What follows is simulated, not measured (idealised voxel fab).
Process module under the name voxel transistor to metal
Section cut is 155 nm wide and gridded with 5 nm square cells.
A cross-section is a grid of square cells, given in bands from the top down. A band is one or more rows of cells. Heights first: top, then bottom, in nm. Then materials, left to right, each with a width in nm. "throughout" on a single material: fills the band edge to edge. "blank": empty space. It should be noted that heights are counted from 0, beneath which the wafer as supplied is of one material throughout, and that the lowest band possesses no lower boundary but continues downward, as written in "0..down". A two-number width, for instance "30->40", indicates that the width is equal to the first number in the top row of the band and to the second number in the bottom row, and that it changes by a constant amount per row of cells. Given "all unchanged" for a step, no cell of the cross-section differs between before and after that step. In "Trapped void list" the enclosed voids are listed, meaning empty spaces of 8 cells or larger without any opening to the top. The form is width x height at distance, distance from the left edge, units nm. Past the settings on a step's line: simulator remark, on that step. overlay nm: where the mask lay relative to plan, measured to the right, on steps with a mask; negatives go left.

[The process steps that were planned are listed below]
1 RECEIVE | material Si
2 CONFORMAL_DEP | material SiO2 | thk nm 5
3 CONFORMAL_DEP | material SiN | thk nm 15
4 MASKED_ETCH | tone cover | mask id ACTIVE | width nm 120 | etch materials SiN | depth nm 15 | overlay nm 0
5 MASKED_ETCH | tone cover | mask id ACTIVE | width nm 120 | etch materials SiO2 | depth nm 5 | overlay nm 0
6 MASKED_ETCH | tone cover | mask id ACTIVE | width nm 120 | etch materials Si | depth nm 20 | overlay nm 0
7 FILL_DEP | material SiO2 | thk nm 5
8 CMP | height nm 20
9 SELECTIVE_ETCH | etch materials SiO2 | depth nm 10
10 STRIP | etch materials SiN
11 SELECTIVE_ETCH | etch materials SiO2 | depth nm 5
12 OXIDIZE | depth nm 5
13 DIRECTIONAL_DEP | material polySi | thk nm 20
14 DIRECTIONAL_DEP | material SiCN | thk nm 15
15 PATTERN | tone cover | mask id GATE | material resist | width nm 30 | thk nm 15 | overlay nm 0
16 DIRECTIONAL_ETCH | etch materials SiCN | depth nm 25
17 DIRECTIONAL_ETCH | etch materials polySi | depth nm 30
18 STRIP | etch materials resist
19 CONFORMAL_DEP | material SiN | thk nm 5
20 DIRECTIONAL_ETCH | etch materials SiN | depth nm 5
21 DIRECTIONAL_ETCH | etch materials SiO2 | depth nm 5
22 DIRECTIONAL_ETCH | etch materials Si | depth nm 15
23 EPI | material SiGe | thk nm 15
24 FILL_DEP | material SiO2 | thk nm 10
25 CMP | height nm 20
26 STRIP | etch materials polySi
27 SELECTIVE_ETCH | etch materials SiO2 | depth nm 5
28 CONFORMAL_DEP | material HfO2 | thk nm 5
29 CONFORMAL_DEP | material TiN | thk nm 5
30 FILL_DEP | material W | thk nm 10
31 CMP | height nm 15
32 DIRECTIONAL_DEP | material SiO2 | thk nm 15
33 PATTERN | tone open | mask id CONTACT | material resist | width nm 20 | pitch nm 80 | thk nm 20 | overlay nm 0
34 DIRECTIONAL_ETCH | etch materials SiO2 | depth nm 35
35 STRIP | etch materials resist
36 CONFORMAL_DEP | material TiN | thk nm 5
37 FILL_DEP | material W | thk nm 5
38 CMP | height nm 30
39 DIRECTIONAL_DEP | material TiN | thk nm 5
40 DIRECTIONAL_DEP | material Ru | thk nm 25
41 MASKED_ETCH | tone cover | mask id METAL_1 | width nm 20 | pitch nm 80 | etch materials Ru | depth nm 25 | overlay nm 0
42 MASKED_ETCH | tone cover | mask id METAL_1 | width nm 20 | pitch nm 80 | etch materials TiN | depth nm 5 | overlay nm 0
43 FILL_DEP | material lowk | thk nm 10
44 CMP | height nm 60
45 CONFORMAL_DEP | material SiCN | thk nm 5
46 DIRECTIONAL_DEP | material SiO2 | thk nm 35
47 MASKED_ETCH | tone open | mask id METAL_2 | width nm 20 | pitch nm 80 | etch materials SiO2 | depth nm 20 | overlay nm 0
48 DIRECTIONAL_DEP | material aC | thk nm 10
49 PATTERN | tone open | mask id METAL_2_HOLES | material resist | width nm 15 | pitch nm 80 | thk nm 30 | overlay nm 0
50 DIRECTIONAL_ETCH | etch materials aC | depth nm 10
51 STRIP | etch materials resist
52 DIRECTIONAL_ETCH | etch materials SiO2 | depth nm 15
53 DIRECTIONAL_ETCH | etch materials SiCN | depth nm 5
54 STRIP | etch materials aC
55 CONFORMAL_DEP | material TiN | thk nm 5
56 FILL_DEP | material Cu | thk nm 10
57 CMP | height nm 100
58 CONFORMAL_DEP | material SiCN | thk nm 5

[As-received wafer cross-section (after step 1)]
	0..down: Si throughout
	Trapped void list: none

[Here's the cross-section of the first of our two wafers at the end of the module - it ran as planned]
	105..100: SiCN throughout
	100..85: SiO2 25 | TiN 5 | Cu 10 | TiN 5 | SiO2 60 | TiN 5 | Cu 10 | TiN 5 | SiO2 30
	85..80: SiO2 25 | TiN 5 | Cu 5 | TiN 10 | SiO2 60 | TiN 5 | Cu 5 | TiN 10 | SiO2 30
	80..65: SiO2 25 | TiN 5 | Cu 5 | TiN 5 | SiO2 65 | TiN 5 | Cu 5 | TiN 5 | SiO2 35
	65..60: SiCN 25 | TiN 15 | SiCN 65 | TiN 15 | SiCN 35
	60..35: lowk 25 | Ru 20 | lowk 60 | Ru 20 | lowk 30
	35..30: lowk 25 | TiN 20 | lowk 60 | TiN 20 | lowk 30
	30..15: SiO2 25 | TiN 5 | W 10 | TiN 5 | SiO2 60 | TiN 5 | W 10 | TiN 5 | SiO2 30
	15..10: SiO2 25 | TiN 5 | W 5 | TiN 10 | SiO2 10 | SiN 5 | HfO2 5 | TiN 5 | W 10 | TiN 5 | HfO2 5 | SiN 5 | SiO2 10 | TiN 10 | W 5 | TiN 5 | SiO2 30
	10..5: SiO2 25 | TiN 5 | W 5 | TiN 5 | SiGe 15 | SiN 5 | HfO2 5 | TiN 5 | W 10 | TiN 5 | HfO2 5 | SiN 5 | SiGe 15 | TiN 5 | W 5 | TiN 5 | SiO2 30
	5..0: SiO2 10 | SiN 5 | SiO2 10 | TiN 5 | W 5 | TiN 5 | SiGe 15 | SiN 5 | HfO2 5 | TiN 20 | HfO2 5 | SiN 5 | SiGe 15 | TiN 5 | W 5 | TiN 5 | SiO2 10 | SiN 5 | SiO2 15
	0..-5: SiO2 25 | TiN 15 | SiGe 15 | HfO2 40 | SiGe 15 | TiN 15 | SiO2 30
	-5..-20: SiO2 15 | SiGe 40 | Si 40 | SiGe 40 | SiO2 20
	-20..down: Si throughout
	Trapped void list: none

[Cross-sectional view: second of two wafers, end of module; start and plan identical to the first, one mistake in running]
	105..100: SiCN throughout
	100..85: SiO2 25 | TiN 5 | Cu 10 | TiN 5 | SiO2 60 | TiN 5 | Cu 10 | TiN 5 | SiO2 30
	85..80: SiO2 25 | TiN 5 | Cu 5 | TiN 10 | SiO2 60 | TiN 5 | Cu 5 | TiN 10 | SiO2 30
	80..70: SiO2 25 | TiN 5 | Cu 5 | TiN 5 | SiO2 65 | TiN 5 | Cu 5 | TiN 5 | SiO2 35
	70..65: SiO2 25 | TiN 15 | SiO2 65 | TiN 15 | SiO2 35
	65..60: lowk throughout
	60..35: lowk 25 | Ru 20 | lowk 60 | Ru 20 | lowk 30
	35..30: lowk 25 | TiN 20 | lowk 60 | TiN 20 | lowk 30
	30..15: SiO2 25 | TiN 5 | W 10 | TiN 5 | SiO2 60 | TiN 5 | W 10 | TiN 5 | SiO2 30
	15..10: SiO2 25 | TiN 5 | W 5 | TiN 10 | SiO2 10 | SiN 5 | HfO2 5 | TiN 5 | W 10 | TiN 5 | HfO2 5 | SiN 5 | SiO2 10 | TiN 10 | W 5 | TiN 5 | SiO2 30
	10..5: SiO2 25 | TiN 5 | W 5 | TiN 5 | SiGe 15 | SiN 5 | HfO2 5 | TiN 5 | W 10 | TiN 5 | HfO2 5 | SiN 5 | SiGe 15 | TiN 5 | W 5 | TiN 5 | SiO2 30
	5..0: SiO2 10 | SiN 5 | SiO2 10 | TiN 5 | W 5 | TiN 5 | SiGe 15 | SiN 5 | HfO2 5 | TiN 20 | HfO2 5 | SiN 5 | SiGe 15 | TiN 5 | W 5 | TiN 5 | SiO2 10 | SiN 5 | SiO2 15
	0..-5: SiO2 25 | TiN 15 | SiGe 15 | HfO2 40 | SiGe 15 | TiN 15 | SiO2 30
	-5..-20: SiO2 15 | SiGe 40 | Si 40 | SiGe 40 | SiO2 20
	-20..down: Si throughout
	Trapped void list: none
The plan and the run diverged here: step 45 went in with a setting other than planned; the actual run was CONFORMAL_DEP | material lowk | thk nm 5
Looking at both finished wafers in cells, the second ends up ahead of or behind the first on some materials: Cu -2 | SiCN -25 | TiN -4 | lowk +31
